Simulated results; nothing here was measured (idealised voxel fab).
voxel self aligned vias: a process module
Xsec cut, 150 nm wide, square cell size 5 nm.
A cross-section in this document is a grid of square cells, and it is written down as bands, the top band listed before the ones below it; a band is made up of one or more rows of cells. This entry defines a band. It first specifies the height of the band's top and the height of its bottom in nm, and then specifies the band's materials from left to right, stating each material with its width in nm. The word "throughout" identifies a single material that fills the band from edge to edge, while the word "air" identifies empty space. Heights are reckoned from 0. Under this level, the received wafer is all of one material. The bottommost band is open-ended downward, for example "0 nm and below". The expression "30..40" gives the width at the extremes of the band, the first number at its top row of cells and the second at its bottom row, with the width changing by equal amounts from each row to the next in between. Where a step carries "nothing different", the cross-section came out of it unchanged, cell for cell. So "Enclosed internal cavities" is basically the list of trapped voids: any empty space of 8 cells or more that can't reach the top through an opening. They're written width x height at distance, the distance being from the left edge, and it's all nm. Note: text after step settings on the step line = simulator remark on that step. overlay nm: step with mask; distance mask lay right of planned place; negative value = left of planned place. Read each pair as before and after one process step. The after cross-section shows only down to the lowest band that changed. The step between them and its settings are given below the pair. Pairs can come from different runs of this module on the same starting wafer. A pair continues from the pair above only where its "Pre-process" entry says so.
## Pre-process
    80 nm to 60 nm | resist 25 nm, air 40 nm, resist 85 nm
    60 nm to 45 nm | SiO2 25 nm, air 40 nm, SiO2 85 nm
    45 nm to 35 nm | SiO2 30 nm, air 30 nm, SiO2 25 nm, SiN 30 nm, SiO2 35 nm
    35 nm to 25 nm | SiO2 30 nm, TiN 5 nm, Ru 20 nm, TiN 5 nm, SiO2 25 nm, TiN 5 nm, Ru 20 nm, TiN 5 nm, SiO2 35 nm
    25 nm to 20 nm | SiO2 30 nm, TiN 30 nm, SiO2 25 nm, TiN 30 nm, SiO2 35 nm
    20 nm to 15 nm | SiCN throughout
    15 nm to 0 nm | SiO2 throughout
    0 nm and below | Si throughout
    Enclosed internal cavities: none
## Step Outcome
    60 nm to 45 nm | SiO2 25 nm, air 40 nm, SiO2 85 nm
    Note: structure below 45 unchanged.
    Enclosed internal cavities: none
Between before and after above, the operation and settings are STRIP with etch materials resist
Pre-process: starting point is the after cross-section of the pair just above.
## Step Outcome
    65 nm to 60 nm | TiN 30 nm, air 30 nm, TiN 90 nm
    60 nm to 50 nm | SiO2 25 nm, TiN 5 nm, air 30 nm, TiN 5 nm, SiO2 85 nm
    50 nm to 45 nm | SiO2 25 nm, TiN 10 nm, air 20 nm, TiN 10 nm, SiO2 85 nm
    45 nm to 40 nm | SiO2 30 nm, TiN 5 nm, air 20 nm, TiN 5 nm, SiO2 25 nm, SiN 30 nm, SiO2 35 nm
    40 nm to 35 nm | SiO2 30 nm, TiN 30 nm, SiO2 25 nm, SiN 30 nm, SiO2 35 nm
    Note: structure below 35 unchanged.
    Enclosed internal cavities: none
Between before and after above, the operation and settings are CONFORMAL_DEP with material TiN, thk nm 5
Pre-process: starting point is the after cross-section of the pair just above.
## Step Outcome
    70 nm to 65 nm | Cu throughout
    65 nm to 60 nm | TiN 30 nm, Cu 30 nm, TiN 90 nm
    60 nm to 50 nm | SiO2 25 nm, TiN 5 nm, Cu 30 nm, TiN 5 nm, SiO2 85 nm
    50 nm to 45 nm | SiO2 25 nm, TiN 10 nm, Cu 20 nm, TiN 10 nm, SiO2 85 nm
    45 nm to 40 nm | SiO2 30 nm, TiN 5 nm, Cu 20 nm, TiN 5 nm, SiO2 25 nm, SiN 30 nm, SiO2 35 nm
    Note: structure below 40 unchanged.
    Enclosed internal cavities: none
Between before and after above, the operation and settings are FILL_DEP with material Cu, thk nm 5
Pre-process: starting point is the after cross-section of the pair just above.
## Step Outcome
    60 nm to 50 nm | SiO2 25 nm, TiN 5 nm, Cu 30 nm, TiN 5 nm, SiO2 85 nm
    Note: structure below 50 unchanged.
    Enclosed internal cavities: none
Between before and after above, the operation and settings are CMP with height nm 60
Pre-process: starting point is the after cross-section of the pair just above.
## Step Outcome
    65 nm to 60 nm | SiCN throughout
    Note: structure below 60 unchanged.
    Enclosed internal cavities: none
Between before and after above, the operation and settings are CONFORMAL_DEP with material SiCN, thk nm 5
## Pre-process
    45 nm to 15 nm | SiO2 throughout
    15 nm to 10 nm | SiCN throughout
    10 nm to 0 nm | SiO2 throughout
    0 nm and below | Si throughout
    Enclosed internal cavities: none
## Step Outcome
    45 nm to 15 nm | SiO2 35 nm, air 25 nm, SiO2 30 nm, air 25 nm, SiO2 35 nm
    Note: structure below 15 unchanged.
    Enclosed internal cavities: none
Between before and after above, the operation and settings are MASKED_ETCH with tone open, mask id LINES, width nm 25, pitch nm 55, etch materials SiO2, depth nm 30, overlay nm 0
Pre-process: starting point is the after cross-section of the pair just above.
## Step Outcome
    50 nm to 45 nm | TiN 40 nm, air 15 nm, TiN 40 nm, air 15 nm, TiN 40 nm
    45 nm to 20 nm | SiO2 35 nm, TiN 5 nm, air 15 nm, TiN 5 nm, SiO2 30 nm, TiN 5 nm, air 15 nm, TiN 5 nm, SiO2 35 nm
    20 nm to 15 nm | SiO2 35 nm, TiN 25 nm, SiO2 30 nm, TiN 25 nm, SiO2 35 nm
    Note: structure below 15 unchanged.
    Enclosed internal cavities: none
Between before and after above, the operation and settings are CONFORMAL_DEP with material TiN, thk nm 5
Pre-process: starting point is the after cross-section of the pair just above.
## Step Outcome
    55 nm to 50 nm | Ru throughout
    50 nm to 45 nm | TiN 40 nm, Ru 15 nm, TiN 40 nm, Ru 15 nm, TiN 40 nm
    45 nm to 20 nm | SiO2 35 nm, TiN 5 nm, Ru 15 nm, TiN 5 nm, SiO2 30 nm, TiN 5 nm, Ru 15 nm, TiN 5 nm, SiO2 35 nm
    Note: structure below 20 unchanged.
    Enclosed internal cavities: none
Between before and after above, the operation and settings are FILL_DEP with material Ru, thk nm 5
Pre-process: starting point is the after cross-section of the pair just above.
## Step Outcome
    45 nm to 20 nm | SiO2 35 nm, TiN 5 nm, Ru 15 nm, TiN 5 nm, SiO2 30 nm, TiN 5 nm, Ru 15 nm, TiN 5 nm, SiO2 35 nm
    Note: structure below 20 unchanged.
    Enclosed internal cavities: none
Between before and after above, the operation and settings are CMP with height nm 45
Pre-process: starting point is the after cross-section of the pair just above.
## Step Outcome
    45 nm to 35 nm | SiO2 35 nm, air 25 nm, SiO2 30 nm, air 25 nm, SiO2 35 nm
    Note: structure below 35 unchanged.
    Enclosed internal cavities: none
Between before and after above, the operation and settings are SELECTIVE_ETCH with etch materials W Ru TiN, depth nm 10
Pre-process: starting point is the after cross-section of the pair just above.
## Step Outcome
    55 nm to 45 nm | SiN throughout
    45 nm to 35 nm | SiO2 35 nm, SiN 25 nm, SiO2 30 nm, SiN 25 nm, SiO2 35 nm
    Note: structure below 35 unchanged.
    Enclosed internal cavities: none
Between before and after above, the operation and settings are FILL_DEP with material SiN, thk nm 10
Pre-process: starting point is the after cross-section of the pair just above.
## Step Outcome
    45 nm to 35 nm | SiO2 35 nm, SiN 25 nm, SiO2 30 nm, SiN 25 nm, SiO2 35 nm
    Note: structure below 35 unchanged.
    Enclosed internal cavities: none
Between before and after above, the operation and settings are CMP with height nm 45
Pre-process: starting point is the after cross-section of the pair just above.
## Step Outcome
    60 nm to 45 nm | SiO2 throughout
    Note: structure below 45 unchanged.
    Enclosed internal cavities: none
Between before and after above, the operation and settings are DIRECTIONAL_DEP with material SiO2, thk nm 15
Pre-process: starting point is the after cross-section of the pair just above.
## Step Outcome
    80 nm to 60 nm | resist 25 nm, air 40 nm, resist 85 nm
    Note: structure below 60 unchanged.
    Enclosed internal cavities: none
Between before and after above, the operation and settings are PATTERN with tone open, mask id VIAS, material resist, width nm 40, thk nm 20, overlay nm 0
Pre-process: starting point is the after cross-section of the pair just above.
## Step Outcome
    80 nm to 60 nm | resist 25 nm, air 40 nm, resist 85 nm
    60 nm to 45 nm | SiO2 25 nm, air 40 nm, SiO2 85 nm
    Note: structure below 45 unchanged.
    Enclosed internal cavities: none
Between before and after above, the operation and settings are DIRECTIONAL_ETCH with etch materials SiO2, depth nm 15
Pre-process: starting point is the after cross-section of the pair just above.
## Step Outcome
    80 nm to 60 nm | resist 25 nm, air 40 nm, resist 85 nm
    60 nm to 45 nm | SiO2 25 nm, air 40 nm, SiO2 85 nm
    45 nm to 35 nm | SiO2 35 nm, air 25 nm, SiO2 30 nm, SiN 25 nm, SiO2 35 nm
    Note: structure below 35 unchanged.
    Enclosed internal cavities: none
Between before and after above, the operation and settings are DIRECTIONAL_ETCH with etch materials SiN, depth nm 10
Pre-process: starting point is the after cross-section of the pair just above.
## Step Outcome
    60 nm to 45 nm | SiO2 25 nm, air 40 nm, SiO2 85 nm
    Note: structure below 45 unchanged.
    Enclosed internal cavities: none
Between before and after above, the operation and settings are STRIP with etch materials resist
Pre-process: starting point is the after cross-section of the pair just above.
## Step Outcome
    65 nm to 60 nm | TiN 30 nm, air 30 nm, TiN 90 nm
    60 nm to 50 nm | SiO2 25 nm, TiN 5 nm, air 30 nm, TiN 5 nm, SiO2 85 nm
    50 nm to 45 nm | SiO2 25 nm, TiN 15 nm, air 15 nm, TiN 10 nm, SiO2 85 nm
    45 nm to 40 nm | SiO2 35 nm, TiN 5 nm, air 15 nm, TiN 5 nm, SiO2 30 nm, SiN 25 nm, SiO2 35 nm
    40 nm to 35 nm | SiO2 35 nm, TiN 25 nm, SiO2 30 nm, SiN 25 nm, SiO2 35 nm
    Note: structure below 35 unchanged.
    Enclosed internal cavities: none
Between before and after above, the operation and settings are CONFORMAL_DEP with material TiN, thk nm 5
Pre-process: starting point is the after cross-section of the pair just above.
## Step Outcome
    70 nm to 65 nm | Cu throughout
    65 nm to 60 nm | TiN 30 nm, Cu 30 nm, TiN 90 nm
    60 nm to 50 nm | SiO2 25 nm, TiN 5 nm, Cu 30 nm, TiN 5 nm, SiO2 85 nm
    50 nm to 45 nm | SiO2 25 nm, TiN 15 nm, Cu 15 nm, TiN 10 nm, SiO2 85 nm
    45 nm to 40 nm | SiO2 35 nm, TiN 5 nm, Cu 15 nm, TiN 5 nm, SiO2 30 nm, SiN 25 nm, SiO2 35 nm
    Note: structure below 40 unchanged.
    Enclosed internal cavities: none
Between before and after above, the operation and settings are FILL_DEP with material Cu, thk nm 5
Pre-process: starting point is the after cross-section of the pair just above.
## Step Outcome
    60 nm to 50 nm | SiO2 25 nm, TiN 5 nm, Cu 30 nm, TiN 5 nm, SiO2 85 nm
    Note: structure below 50 unchanged.
    Enclosed internal cavities: none
Between before and after above, the operation and settings are CMP with height nm 60
Pre-process: starting point is the after cross-section of the pair just above.
## Step Outcome
    65 nm to 60 nm | SiCN throughout
    Note: structure below 60 unchanged.
    Enclosed internal cavities: none
Between before and after above, the operation and settings are CONFORMAL_DEP with material SiCN, thk nm 5
## Pre-process
    60 nm to 45 nm | SiO2 throughout
    45 nm to 35 nm | SiO2 30 nm, SiN 30 nm, SiO2 25 nm, SiN 30 nm, SiO2 35 nm
    35 nm to 20 nm | SiO2 30 nm, TiN 5 nm, Ru 20 nm, TiN 5 nm, SiO2 25 nm, TiN 5 nm, Ru 20 nm, TiN 5 nm, SiO2 35 nm
    20 nm to 15 nm | SiO2 30 nm, TiN 30 nm, SiO2 25 nm, TiN 30 nm, SiO2 35 nm
    15 nm to 10 nm | SiCN throughout
    10 nm to 0 nm | SiO2 throughout
    0 nm and below | Si throughout
    Enclosed internal cavities: none
## Step Outcome
    80 nm to 60 nm | resist 15 nm, air 40 nm, resist 95 nm
    Note: structure below 60 unchanged.
    Enclosed internal cavities: none
Between before and after above, the operation and settings are PATTERN with tone open, mask id VIAS, material resist, width nm 40, thk nm 20, overlay nm -10
Pre-process: starting point is the after cross-section of the pair just above.
## Step Outcome
    80 nm to 60 nm | resist 15 nm, air 40 nm, resist 95 nm
    60 nm to 45 nm | SiO2 15 nm, air 40 nm, SiO2 95 nm
    Note: structure below 45 unchanged.
    Enclosed internal cavities: none
Between before and after above, the operation and settings are DIRECTIONAL_ETCH with etch materials SiO2, depth nm 15
Pre-process: starting point is the after cross-section of the pair just above.
## Step Outcome
    80 nm to 60 nm | resist 15 nm, air 40 nm, resist 95 nm
    60 nm to 45 nm | SiO2 15 nm, air 40 nm, SiO2 95 nm
    45 nm to 35 nm | SiO2 30 nm, air 25 nm, SiN 5 nm, SiO2 25 nm, SiN 30 nm, SiO2 35 nm
    Note: structure below 35 unchanged.
    Enclosed internal cavities: none
Between before and after above, the operation and settings are DIRECTIONAL_ETCH with etch materials SiN, depth nm 10
Pre-process: starting point is the after cross-section of the pair just above.
## Step Outcome
    60 nm to 45 nm | SiO2 15 nm, air 40 nm, SiO2 95 nm
    Note: structure below 45 unchanged.
    Enclosed internal cavities: none
Between before and after above, the operation and settings are STRIP with etch materials resist
Pre-process: starting point is the after cross-section of the pair just above.
## Step Outcome
    65 nm to 60 nm | TiN 20 nm, air 30 nm, TiN 100 nm
    60 nm to 50 nm | SiO2 15 nm, TiN 5 nm, air 30 nm, TiN 5 nm, SiO2 95 nm
    50 nm to 45 nm | SiO2 15 nm, TiN 20 nm, air 15 nm, TiN 5 nm, SiO2 95 nm
    45 nm to 40 nm | SiO2 30 nm, TiN 5 nm, air 15 nm, TiN 5 nm, SiN 5 nm, SiO2 25 nm, SiN 30 nm, SiO2 35 nm
    40 nm to 35 nm | SiO2 30 nm, TiN 25 nm, SiN 5 nm, SiO2 25 nm, SiN 30 nm, SiO2 35 nm
    Note: structure below 35 unchanged.
    Enclosed internal cavities: none
Between before and after above, the operation and settings are CONFORMAL_DEP with material TiN, thk nm 5
Pre-process: starting point is the after cross-section of the pair just above.
## Step Outcome
    70 nm to 65 nm | Cu throughout
    65 nm to 60 nm | TiN 20 nm, Cu 30 nm, TiN 100 nm
    60 nm to 50 nm | SiO2 15 nm, TiN 5 nm, Cu 30 nm, TiN 5 nm, SiO2 95 nm
    50 nm to 45 nm | SiO2 15 nm, TiN 20 nm, Cu 15 nm, TiN 5 nm, SiO2 95 nm
    45 nm to 40 nm | SiO2 30 nm, TiN 5 nm, Cu 15 nm, TiN 5 nm, SiN 5 nm, SiO2 25 nm, SiN 30 nm, SiO2 35 nm
    Note: structure below 40 unchanged.
    Enclosed internal cavities: none
Between before and after above, the operation and settings are FILL_DEP with material Cu, thk nm 5
Pre-process: starting point is the after cross-section of the pair just above.
## Step Outcome
    60 nm to 50 nm | SiO2 15 nm, TiN 5 nm, Cu 30 nm, TiN 5 nm, SiO2 95 nm
    Note: structure below 50 unchanged.
    Enclosed internal cavities: none
Between before and after above, the operation and settings are CMP with height nm 60
Pre-process: starting point is the after cross-section of the pair just above.
## Step Outcome
    65 nm to 60 nm | SiCN throughout
    Note: structure below 60 unchanged.
    Enclosed internal cavities: none
Between before and after above, the operation and settings are CONFORMAL_DEP with material SiCN, thk nm 5
## Pre-process
    0 nm and below | Si throughout
    Enclosed internal cavities: none
## Step Outcome
    10 nm to 0 nm | W throughout
    Note: structure below 0 unchanged.
    Enclosed internal cavities: none
Between before and after above, the operation and settings are CONFORMAL_DEP with material W, thk nm 10
Pre-process: starting point is the after cross-section of the pair just above.
## Step Outcome
    15 nm to 10 nm | SiCN throughout
    Note: structure below 10 unchanged.
    Enclosed internal cavities: none
Between before and after above, the operation and settings are CONFORMAL_DEP with material SiCN, thk nm 5
Pre-process: starting point is the after cross-section of the pair just above.
## Step Outcome
    45 nm to 15 nm | SiO2 throughout
    Note: structure below 15 unchanged.
    Enclosed internal cavities: none
Between before and after above, the operation and settings are DIRECTIONAL_DEP with material SiO2, thk nm 30
Pre-process: starting point is the after cross-section of the pair just above.
## Step Outcome
    45 nm to 15 nm | SiO2 30 nm, air 30 nm, SiO2 25 nm, air 30 nm, SiO2 35 nm
    Note: structure below 15 unchanged.
    Enclosed internal cavities: none
Between before and after above, the operation and settings are MASKED_ETCH with tone open, mask id LINES, width nm 30, pitch nm 55, etch materials SiO2, depth nm 30, overlay nm 0
Pre-process: starting point is the after cross-section of the pair just above.
## Step Outcome
    50 nm to 45 nm | TiN 35 nm, air 20 nm, TiN 35 nm, air 20 nm, TiN 40 nm
    45 nm to 20 nm | SiO2 30 nm, TiN 5 nm, air 20 nm, TiN 5 nm, SiO2 25 nm, TiN 5 nm, air 20 nm, TiN 5 nm, SiO2 35 nm
    20 nm to 15 nm | SiO2 30 nm, TiN 30 nm, SiO2 25 nm, TiN 30 nm, SiO2 35 nm
    Note: structure below 15 unchanged.
    Enclosed internal cavities: none
Between before and after above, the operation and settings are CONFORMAL_DEP with material TiN, thk nm 5
Pre-process: starting point is the after cross-section of the pair just above.
## Step Outcome
    55 nm to 50 nm | Ru throughout
    50 nm to 45 nm | TiN 35 nm, Ru 20 nm, TiN 35 nm, Ru 20 nm, TiN 40 nm
    45 nm to 20 nm | SiO2 30 nm, TiN 5 nm, Ru 20 nm, TiN 5 nm, SiO2 25 nm, TiN 5 nm, Ru 20 nm, TiN 5 nm, SiO2 35 nm
    Note: structure below 20 unchanged.
    Enclosed internal cavities: none
Between before and after above, the operation and settings are FILL_DEP with material Ru, thk nm 5
Pre-process: starting point is the after cross-section of the pair just above.
## Step Outcome
    45 nm to 20 nm | SiO2 30 nm, TiN 5 nm, Ru 20 nm, TiN 5 nm, SiO2 25 nm, TiN 5 nm, Ru 20 nm, TiN 5 nm, SiO2 35 nm
    Note: structure below 20 unchanged.
    Enclosed internal cavities: none
Between before and after above, the operation and settings are CMP with height nm 45
Pre-process: starting point is the after cross-section of the pair just above.
## Step Outcome
    45 nm to 35 nm | SiO2 30 nm, air 30 nm, SiO2 25 nm, air 30 nm, SiO2 35 nm
    Note: structure below 35 unchanged.
    Enclosed internal cavities: none
Between before and after above, the operation and settings are SELECTIVE_ETCH with etch materials W Ru TiN, depth nm 10
Pre-process: starting point is the after cross-section of the pair just above.
## Step Outcome
    55 nm to 45 nm | SiN throughout
    45 nm to 35 nm | SiO2 30 nm, SiN 30 nm, SiO2 25 nm, SiN 30 nm, SiO2 35 nm
    Note: structure below 35 unchanged.
    Enclosed internal cavities: none
Between before and after above, the operation and settings are FILL_DEP with material SiN, thk nm 10
Pre-process: starting point is the after cross-section of the pair just above.
## Step Outcome
    45 nm to 35 nm | SiO2 30 nm, SiN 30 nm, SiO2 25 nm, SiN 30 nm, SiO2 35 nm
    Note: structure below 35 unchanged.
    Enclosed internal cavities: none
Between before and after above, the operation and settings are CMP with height nm 45
Pre-process: starting point is the after cross-section of the pair just above.
## Step Outcome
    60 nm to 45 nm | SiO2 throughout
    Note: structure below 45 unchanged.
    Enclosed internal cavities: none
Between before and after above, the operation and settings are DIRECTIONAL_DEP with material SiO2, thk nm 15
Pre-process: starting point is the after cross-section of the pair just above.
## Step Outcome
    80 nm to 60 nm | resist 25 nm, air 40 nm, resist 85 nm
    Note: structure below 60 unchanged.
    Enclosed internal cavities: none
Between before and after above, the operation and settings are PATTERN with tone open, mask id VIAS, material resist, width nm 40, thk nm 20, overlay nm 0
Pre-process: starting point is the after cross-section of the pair just above.
## Step Outcome
    80 nm to 60 nm | resist 25 nm, air 40 nm, resist 85 nm
    60 nm to 45 nm | SiO2 25 nm, air 40 nm, SiO2 85 nm
    Note: structure below 45 unchanged.
    Enclosed internal cavities: none
Between before and after above, the operation and settings are DIRECTIONAL_ETCH with etch materials SiO2, depth nm 15
Pre-process: starting point is the after cross-section of the pair just above.
## Step Outcome
    80 nm to 60 nm | resist 25 nm, air 40 nm, resist 85 nm
    60 nm to 45 nm | SiO2 25 nm, air 40 nm, SiO2 85 nm
    45 nm to 35 nm | SiO2 30 nm, air 30 nm, SiO2 25 nm, SiN 30 nm, SiO2 35 nm
    Note: structure below 35 unchanged.
    Enclosed internal cavities: none
Between before and after above, the operation and settings are DIRECTIONAL_ETCH with etch materials SiN, depth nm 10
Pre-process: starting point is the after cross-section of the pair just above.
## Step Outcome
    60 nm to 45 nm | SiO2 25 nm, air 40 nm, SiO2 85 nm
    Note: structure below 45 unchanged.
    Enclosed internal cavities: none
Between before and after above, the operation and settings are STRIP with etch materials resist
Pre-process: starting point is the after cross-section of the pair just above.
## Step Outcome
    65 nm to 60 nm | TiN 30 nm, air 30 nm, TiN 90 nm
    60 nm to 50 nm | SiO2 25 nm, TiN 5 nm, air 30 nm, TiN 5 nm, SiO2 85 nm
    50 nm to 45 nm | SiO2 25 nm, TiN 10 nm, air 20 nm, TiN 10 nm, SiO2 85 nm
    45 nm to 40 nm | SiO2 30 nm, TiN 5 nm, air 20 nm, TiN 5 nm, SiO2 25 nm, SiN 30 nm, SiO2 35 nm
    40 nm to 35 nm | SiO2 30 nm, TiN 30 nm, SiO2 25 nm, SiN 30 nm, SiO2 35 nm
    Note: structure below 35 unchanged.
    Enclosed internal cavities: none
Between before and after above, the operation and settings are CONFORMAL_DEP with material TiN, thk nm 5
Pre-process: starting point is the after cross-section of the pair just above.
## Step Outcome
    70 nm to 65 nm | Cu throughout
    65 nm to 60 nm | TiN 30 nm, Cu 30 nm, TiN 90 nm
    60 nm to 50 nm | SiO2 25 nm, TiN 5 nm, Cu 30 nm, TiN 5 nm, SiO2 85 nm
    50 nm to 45 nm | SiO2 25 nm, TiN 10 nm, Cu 20 nm, TiN 10 nm, SiO2 85 nm
    45 nm to 40 nm | SiO2 30 nm, TiN 5 nm, Cu 20 nm, TiN 5 nm, SiO2 25 nm, SiN 30 nm, SiO2 35 nm
    Note: structure below 40 unchanged.
    Enclosed internal cavities: none
Between before and after above, the operation and settings are FILL_DEP with material Cu, thk nm 5
Pre-process: starting point is the after cross-section of the pair just above.
## Step Outcome
    60 nm to 50 nm | SiO2 25 nm, TiN 5 nm, Cu 30 nm, TiN 5 nm, SiO2 85 nm
    Note: structure below 50 unchanged.
    Enclosed internal cavities: none
Between before and after above, the operation and settings are CMP with height nm 60
Pre-process: starting point is the after cross-section of the pair just above.
## Step Outcome
    65 nm to 60 nm | SiCN throughout
    Note: structure below 60 unchanged.
    Enclosed internal cavities: none
Between before and after above, the operation and settings are CONFORMAL_DEP with material SiCN, thk nm 5
## Pre-process
    60 nm to 45 nm | SiO2 throughout
    45 nm to 35 nm | SiO2 30 nm, SiN 30 nm, SiO2 25 nm, SiN 30 nm, SiO2 35 nm
    35 nm to 20 nm | SiO2 30 nm, TiN 5 nm, Ru 20 nm, TiN 5 nm, SiO2 25 nm, TiN 5 nm, Ru 20 nm, TiN 5 nm, SiO2 35 nm
    20 nm to 15 nm | SiO2 30 nm, TiN 30 nm, SiO2 25 nm, TiN 30 nm, SiO2 35 nm
    15 nm to 10 nm | SiCN throughout
    10 nm to 0 nm | SiO2 throughout
    0 nm and below | Si throughout
    Enclosed internal cavities: none
## Step Outcome
    80 nm to 60 nm | air 25 nm, resist 40 nm, air 85 nm
    Note: structure below 60 unchanged.
    Enclosed internal cavities: none
Between before and after above, the operation and settings are PATTERN with tone cover, mask id VIAS, material resist, width nm 40, thk nm 20, overlay nm 0
Pre-process: starting point is the after cross-section of the pair just above.
## Step Outcome
    80 nm to 60 nm | air 25 nm, resist 40 nm, air 85 nm
    60 nm to 45 nm | air 25 nm, SiO2 40 nm, air 85 nm
    Note: structure below 45 unchanged.
    Enclosed internal cavities: none
Between before and after above, the operation and settings are DIRECTIONAL_ETCH with etch materials SiO2, depth nm 15
Pre-process: starting point is the after cross-section of the pair just above.
## Step Outcome
    80 nm to 60 nm | air 25 nm, resist 40 nm, air 85 nm
    60 nm to 45 nm | air 25 nm, SiO2 40 nm, air 85 nm
    45 nm to 35 nm | SiO2 30 nm, SiN 30 nm, SiO2 25 nm, air 30 nm, SiO2 35 nm
    Note: structure below 35 unchanged.
    Enclosed internal cavities: none
Between before and after above, the operation and settings are DIRECTIONAL_ETCH with etch materials SiN, depth nm 10
Pre-process: starting point is the after cross-section of the pair just above.
## Step Outcome
    60 nm to 45 nm | air 25 nm, SiO2 40 nm, air 85 nm
    Note: structure below 45 unchanged.
    Enclosed internal cavities: none
Between before and after above, the operation and settings are STRIP with etch materials resist
Pre-process: starting point is the after cross-section of the pair just above.
## Step Outcome
    65 nm to 60 nm | air 20 nm, TiN 50 nm, air 80 nm
    60 nm to 50 nm | air 20 nm, TiN 5 nm, SiO2 40 nm, TiN 5 nm, air 80 nm
    50 nm to 45 nm | TiN 25 nm, SiO2 40 nm, TiN 25 nm, air 20 nm, TiN 40 nm
    45 nm to 40 nm | SiO2 30 nm, SiN 30 nm, SiO2 25 nm, TiN 5 nm, air 20 nm, TiN 5 nm, SiO2 35 nm
    40 nm to 35 nm | SiO2 30 nm, SiN 30 nm, SiO2 25 nm, TiN 30 nm, SiO2 35 nm
    Note: structure below 35 unchanged.
    Enclosed internal cavities: none
Between before and after above, the operation and settings are CONFORMAL_DEP with material TiN, thk nm 5
Pre-process: starting point is the after cross-section of the pair just above.
## Step Outcome
    70 nm to 65 nm | Cu throughout
    65 nm to 60 nm | Cu 20 nm, TiN 50 nm, Cu 80 nm
    60 nm to 50 nm | Cu 20 nm, TiN 5 nm, SiO2 40 nm, TiN 5 nm, Cu 80 nm
    50 nm to 45 nm | TiN 25 nm, SiO2 40 nm, TiN 25 nm, Cu 20 nm, TiN 40 nm
    45 nm to 40 nm | SiO2 30 nm, SiN 30 nm, SiO2 25 nm, TiN 5 nm, Cu 20 nm, TiN 5 nm, SiO2 35 nm
    Note: structure below 40 unchanged.
    Enclosed internal cavities: none
Between before and after above, the operation and settings are FILL_DEP with material Cu, thk nm 5
Pre-process: starting point is the after cross-section of the pair just above.
## Step Outcome
    60 nm to 50 nm | Cu 20 nm, TiN 5 nm, SiO2 40 nm, TiN 5 nm, Cu 80 nm
    Note: structure below 50 unchanged.
    Enclosed internal cavities: none
Between before and after above, the operation and settings are CMP with height nm 60
Pre-process: starting point is the after cross-section of the pair just above.
## Step Outcome
    65 nm to 60 nm | SiCN throughout
    Note: structure below 60 unchanged.
    Enclosed internal cavities: none
Between before and after above, the operation and settings are CONFORMAL_DEP with material SiCN, thk nm 5
